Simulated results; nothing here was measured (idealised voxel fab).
process module | voxel fin reveal
cross-section cut | 245 nm wide | cells 5 nm
A cross-section is a grid of square cells, given in bands from the top down. A band is one or more rows of cells.
Each band's line starts with the height of the band's top and of its bottom, in nm. Then come its materials from left to right, each with its width in nm. One material with "throughout" fills the band from edge to edge. "air" is empty space.
Height 0 is the level under which the wafer as received is all one material. The lowest band goes on downwards, as in "0 down".
A width such as "30 to 40" changes by the same amount from each row of cells to the next, from the band's top row to its bottom row.
"no change" after a step means that no cell of the cross-section changed.
closed voids: empty space of 8 cells or more with no open way to the top, each as width x height at its distance from the left edge, in nm
after a step's settings: what the simulator itself notes on the step
overlay nm, on a step with a mask: how far to the right of its planned place the mask lay; to the left if negative
plan
1 op RECEIVE | material Si
2 op CONFORMAL_DEP | material SiN | thk nm 5
3 op MASKED_ETCH | tone cover | mask id FINS | width nm 15 | pitch nm 45 | etch materials SiN | depth nm 5 | overlay nm 0
4 op MASKED_ETCH | tone cover | mask id FINS | width nm 15 | pitch nm 45 | etch materials Si | depth nm 30 | overlay nm 0
5 op OXIDIZE | depth nm 5
6 op FILL_DEP | material SiO2 | thk nm 10
7 op CMP | height nm 5
8 op SELECTIVE_ETCH | etch materials SiO2 | depth nm 20
9 op STRIP | etch materials SiN
10 op CONFORMAL_DEP | material HfO2 | thk nm 5
as received, after step 1
  0 down: Si throughout
  closed voids: none
a wafer at the end: this start, this plan, one mistake
  5 to 0: air 70 | HfO2 15 | air 30 | HfO2 15 | air 30 | HfO2 15 | air 70
  0 to -10: air 60 | HfO2 15 to 5 | Si 5 to 15 | HfO2 5 | air 20 | HfO2 15 to 5 | Si 5 to 15 | HfO2 5 | air 20 | HfO2 15 to 5 | Si 5 to 15 | HfO2 5 | air 70
  -10 to -15: HfO2 65 | Si 15 | HfO2 30 | Si 15 | HfO2 30 | Si 15 | HfO2 75
  -15 to -35: SiO2 65 | Si 15 | SiO2 30 | Si 15 | SiO2 30 | Si 15 | SiO2 75
  -35 down: Si throughout
  closed voids: none
what went wrong: step 4 ran as: op MASKED_ETCH | tone cover | mask id FINS | width nm 15 | pitch nm 45 | etch materials Si | depth nm 30 | overlay nm -10
